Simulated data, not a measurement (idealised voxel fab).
The name of this process module is voxel double patterning.
Section cut is 175 nm wide and gridded with 5 nm square cells.
A cross-section is written here as square cells arranged in a grid, and it is given in bands from the top down, each band taking up one or more rows of cells.
Heads up on the band format: heights come first, top then bottom, in nm. After that it's the materials left to right, each with its width in nm. A single material flagged "everywhere" fills the whole band edge to edge, and "empty" means there's empty space there.
Ref level 0: as-received wafer is one material below here. Bottom band extends down with no lower bound ("0 down").
Top row gets the first number, bottom row gets the second, and each row in between changes by the same step: that is how a band width like "30..40" works.
"same as before" for a step: no cell of the cross-section changed in that step.
The entry titled "Closed void roster" provides the empty spaces that have no open way to the top, restricted to those of 8 cells or more. Each is presented as width x height at distance, the distance being measured from the left edge, with all three in nm.
That trailing text on a step's line, after the settings, is the simulator's own remark on the step.
overlay nm: step with mask; distance mask lay right of planned place; negative value = left of planned place.

[So here's the lineup of process steps we planned]
step 1: RECEIVE | material Si
step 2: CONFORMAL_DEP | material SiO2 | thk nm 10
step 3: DIRECTIONAL_DEP | material TiN | thk nm 20
step 4: DIRECTIONAL_DEP | material SiCN | thk nm 5
step 5: PATTERN | tone open | mask id FIRST | material resist | width nm 15 | pitch nm 50 | thk nm 15 | overlay nm 0
step 6: DIRECTIONAL_ETCH | etch materials SiCN | depth nm 5
step 7: STRIP | etch materials resist
step 8: PATTERN | tone open | mask id SECOND | material resist | width nm 15 | thk nm 15 | overlay nm 0
step 9: DIRECTIONAL_ETCH | etch materials SiCN | depth nm 5
step 10: STRIP | etch materials resist
step 11: DIRECTIONAL_ETCH | etch materials TiN | depth nm 20
step 12: STRIP | etch materials SiCN

[First wafer out of two, processed as planned]

[Received-state cross-section, reflecting completion of step 1]
0 down  Si everywhere
Closed void roster: none

[So this is the wafer cross-section right after step 2]
10 to 0  SiO2 everywhere
No changes below 0.

[So this is the wafer cross-section right after step 3]
30 to 10  TiN everywhere
No changes below 10.

[So this is the wafer cross-section right after step 4]
35 to 30  SiCN everywhere
No changes below 30.

[So this is the wafer cross-section right after step 5]
50 to 35  resist: 55, empty: 15, resist: 35, empty: 15, resist: 55
No changes below 35.

[So this is the wafer cross-section right after step 6]
50 to 35  resist: 55, empty: 15, resist: 35, empty: 15, resist: 55
35 to 30  SiCN: 55, empty: 15, SiCN: 35, empty: 15, SiCN: 55
No changes below 30.

[So this is the wafer cross-section right after step 7]
35 to 30  SiCN: 55, empty: 15, SiCN: 35, empty: 15, SiCN: 55
No changes below 30.

[So this is the wafer cross-section right after step 8]
50 to 35  resist: 80, empty: 15, resist: 80
35 to 30  SiCN: 55, resist: 15, SiCN: 35, resist: 15, SiCN: 55
No changes below 30.

[So this is the wafer cross-section right after step 9]
50 to 35  resist: 80, empty: 15, resist: 80
35 to 30  SiCN: 55, resist: 15, SiCN: 10, empty: 15, SiCN: 10, resist: 15, SiCN: 55
No changes below 30.

[So this is the wafer cross-section right after step 10]
35 to 30  SiCN: 55, empty: 15, SiCN: 10, empty: 15, SiCN: 10, empty: 15, SiCN: 55
No changes below 30.

[So this is the wafer cross-section right after step 11]
35 to 30  SiCN: 55, empty: 15, SiCN: 10, empty: 15, SiCN: 10, empty: 15, SiCN: 55
30 to 10  TiN: 55, empty: 15, TiN: 10, empty: 15, TiN: 10, empty: 15, TiN: 55
No changes below 10.

[So this is the wafer cross-section right after step 12]
30 to 10  TiN: 55, empty: 15, TiN: 10, empty: 15, TiN: 10, empty: 15, TiN: 55
No changes below 10.

[Second of two: same start, same plan, one run error; steps up to and including 4 match the first]

[Second wafer profile in section, at the moment step 5 of the plan was meant to be complete]
50 to 35  resist: 50, empty: 15, resist: 35, empty: 15, resist: 60
No changes below 35.

[Second wafer profile in section, at the moment step 6 of the plan was meant to be complete]
50 to 35  resist: 50, empty: 15, resist: 35, empty: 15, resist: 60
35 to 30  SiCN: 50, empty: 15, SiCN: 35, empty: 15, SiCN: 60
No changes below 30.

[Second wafer profile in section, at the moment step 7 of the plan was meant to be complete]
35 to 30  SiCN: 50, empty: 15, SiCN: 35, empty: 15, SiCN: 60
No changes below 30.

[Second wafer profile in section, at the moment step 8 of the plan was meant to be complete]
50 to 35  resist: 80, empty: 15, resist: 80
35 to 30  SiCN: 50, resist: 15, SiCN: 35, resist: 15, SiCN: 60
No changes below 30.

[Second wafer profile in section, at the moment step 9 of the plan was meant to be complete]
50 to 35  resist: 80, empty: 15, resist: 80
35 to 30  SiCN: 50, resist: 15, SiCN: 15, empty: 15, SiCN: 5, resist: 15, SiCN: 60
No changes below 30.

[Second wafer profile in section, at the moment step 10 of the plan was meant to be complete]
35 to 30  SiCN: 50, empty: 15, SiCN: 15, empty: 15, SiCN: 5, empty: 15, SiCN: 60
No changes below 30.

[Second wafer profile in section, at the moment step 11 of the plan was meant to be complete]
35 to 30  SiCN: 50, empty: 15, SiCN: 15, empty: 15, SiCN: 5, empty: 15, SiCN: 60
30 to 10  TiN: 50, empty: 15, TiN: 15, empty: 15, TiN: 5, empty: 15, TiN: 60
No changes below 10.

[Second wafer profile in section, at the moment step 12 of the plan was meant to be complete]
30 to 10  TiN: 50, empty: 15, TiN: 15, empty: 15, TiN: 5, empty: 15, TiN: 60
No changes below 10.
The mistake made against the process plan was this: step 5 was run on a setting that differed from the plan, and what really ran there is PATTERN | tone open | mask id FIRST | material resist | width nm 15 | pitch nm 50 | thk nm 15 | overlay nm -5
Final state: per-material cell counts identical on both wafers; locations differ.
